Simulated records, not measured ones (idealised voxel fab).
process module | voxel fin reveal
cross-section cut | 245 nm wide | cells 5 nm
A cross-section is a grid of square cells, given in bands from the top down. A band is one or more rows of cells.
Each band's line starts with the height of the band's top and of its bottom, in nm. Then come its materials from left to right, each with its width in nm. One material with "throughout" fills the band from edge to edge. "air" is empty space.
Height 0 is the level under which the wafer as received is all one material. The lowest band goes on downwards, as in "0 down".
A width such as "30 to 40" changes by the same amount from each row of cells to the next, from the band's top row to its bottom row.
"no change" after a step means that no cell of the cross-section changed.
closed voids: empty space of 8 cells or more with no open way to the top, each as width x height at its distance from the left edge, in nm
after a step's settings: what the simulator itself notes on the step
overlay nm, on a step with a mask: how far to the right of its planned place the mask lay; to the left if negative
plan
1 op RECEIVE | material Si
2 op CONFORMAL_DEP | material SiN | thk nm 5
3 op DIRECTIONAL_DEP | material aC | thk nm 10
4 op PATTERN | tone cover | mask id FINS | material resist | width nm 15 | pitch nm 40 | thk nm 25 | overlay nm 0
5 op DIRECTIONAL_ETCH | etch materials aC | depth nm 10
6 op STRIP | etch materials resist
7 op DIRECTIONAL_ETCH | etch materials SiN | depth nm 5
8 op DIRECTIONAL_ETCH | etch materials Si | depth nm 35
9 op STRIP | etch materials aC
10 op OXIDIZE | depth nm 5
11 op FILL_DEP | material SiO2 | thk nm 5
12 op CMP | height nm 5
13 op SELECTIVE_ETCH | etch materials SiO2 | depth nm 30
14 op STRIP | etch materials SiN
as received, after step 1
  0 down: Si throughout
  closed voids: none
a wafer at the end: this start, this plan, one mistake
  0 to -40: air 80 | Si 5 | air 35 | Si 5 | air 35 | Si 5 | air 80
  -40 down: Si throughout
  closed voids: none
what went wrong: step 13 was run twice
